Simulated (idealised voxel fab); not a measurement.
This is a process module. Its name is voxel capacitor over wiring.
The figure presents cross-section cut, which has a width of 245 nm and is divided into square cells with an edge length of 5 nm.
This document writes a cross-section as a grid whose cells are square, and gives it as bands, listed from the top down; one or more rows of cells form a band. Read a band's entry like this: the first values are the height of its top and the height of its bottom in nm, and what follows is the sequence of materials from left to right, each with its width in nm. Note that "blank" is empty space, and that a single material marked "full width" reaches across the band from edge to edge. Height reference: 0 = level under which incoming wafer is all one material. Lowest band: no bottom, runs on downward, e.g. "0 down". Quick explanation for "30..40": the width changes in equal steps down the rows of cells, from the first number in the band's top row to the second number in its bottom row. When a step is marked "stayed the same", none of the cells in the cross-section changed during that step. "Voids lacking openings" means: voids of 8 cells or more that are shut off from the top with no open way through. Written width x height at distance, distance from the left edge, in nm. Note: text after step settings on the step line = simulator remark on that step. "overlay nm" answers the question of how far to the right of plan the mask lay on a step that has a mask, and when it is negative the answer is to the left.
List of planned process steps:
1: RECEIVE, material Si
2: CONFORMAL_DEP, material SiO2, thk nm 15
3: DIRECTIONAL_DEP, material TiN, thk nm 5
4: DIRECTIONAL_DEP, material Ru, thk nm 15
5: DIRECTIONAL_DEP, material aC, thk nm 10
6: PATTERN, tone cover, mask id METAL_1, material resist, width nm 25, pitch nm 85, thk nm 30, overlay nm 0
7: DIRECTIONAL_ETCH, etch materials aC, depth nm 10
8: STRIP, etch materials resist
9: DIRECTIONAL_ETCH, etch materials Ru, depth nm 15
10: DIRECTIONAL_ETCH, etch materials TiN, depth nm 5
11: STRIP, etch materials aC
12: FILL_DEP, material SiO2, thk nm 5
13: CMP, height nm 35
14: CONFORMAL_DEP, material SiCN, thk nm 5
15: DIRECTIONAL_DEP, material SiO2, thk nm 20
16: PATTERN, tone open, mask id PLUG_1, material resist, width nm 15, thk nm 20, overlay nm 0
17: DIRECTIONAL_ETCH, etch materials SiO2, depth nm 20
18: DIRECTIONAL_ETCH, etch materials SiCN, depth nm 5
19: STRIP, etch materials resist
20: CONFORMAL_DEP, material TiN, thk nm 5
21: FILL_DEP, material Ru, thk nm 5
22: CMP, height nm 60
23: DIRECTIONAL_DEP, material TiN, thk nm 5
24: DIRECTIONAL_DEP, material SiN, thk nm 5
25: DIRECTIONAL_DEP, material TiN, thk nm 5
26: PATTERN, tone cover, mask id UPPER_PLATE, material resist, width nm 65, thk nm 15, overlay nm 0
27: DIRECTIONAL_ETCH, etch materials TiN, depth nm 5
28: DIRECTIONAL_ETCH, etch materials SiN, depth nm 5
29: STRIP, etch materials resist
30: MASKED_ETCH, tone cover, mask id LOWER_PLATE, width nm 75, etch materials TiN, depth nm 5, overlay nm 0
31: FILL_DEP, material SiO2, thk nm 20
32: CMP, height nm 90
33: MASKED_ETCH, tone open, mask id PLUG_2, width nm 15, etch materials SiO2, depth nm 15, overlay nm 0
34: CONFORMAL_DEP, material TiN, thk nm 5
35: FILL_DEP, material Cu, thk nm 5
36: CMP, height nm 90
37: CONFORMAL_DEP, material SiN, thk nm 5
Cross-section of the wafer at receipt, which is the condition after step 1:
0 down = Si full width
Voids lacking openings: none
Below is the wafer in cross-section after the module was completed. It began from the starting point shown above and followed the plan shown above, except that one mistake was made while running it:
95 to 90 = SiN full width
90 to 80 = SiO2 (85)  TiN (5)  Cu (5)  TiN (5)  SiO2 (145)
80 to 70 = SiO2 (85..75)  TiN (15..65)  SiO2 (145..105)
70 to 65 = SiO2 (75)  SiN (65)  SiO2 (105)
65 to 60 = SiO2 (70)  TiN (75)  SiO2 (100)
60 to 40 = TiN full width
40 to 35 = SiCN full width
35 to 20 = SiO2 (65)  Ru (25)  SiO2 (60)  Ru (25)  SiO2 (70)
20 to 15 = SiO2 (65)  TiN (25)  SiO2 (60)  TiN (25)  SiO2 (70)
15 to 0 = SiO2 full width
0 down = Si full width
Voids lacking openings: none
Here's what went sideways: contrary to plan, step 15 was performed as DIRECTIONAL_DEP, material TiN, thk nm 20
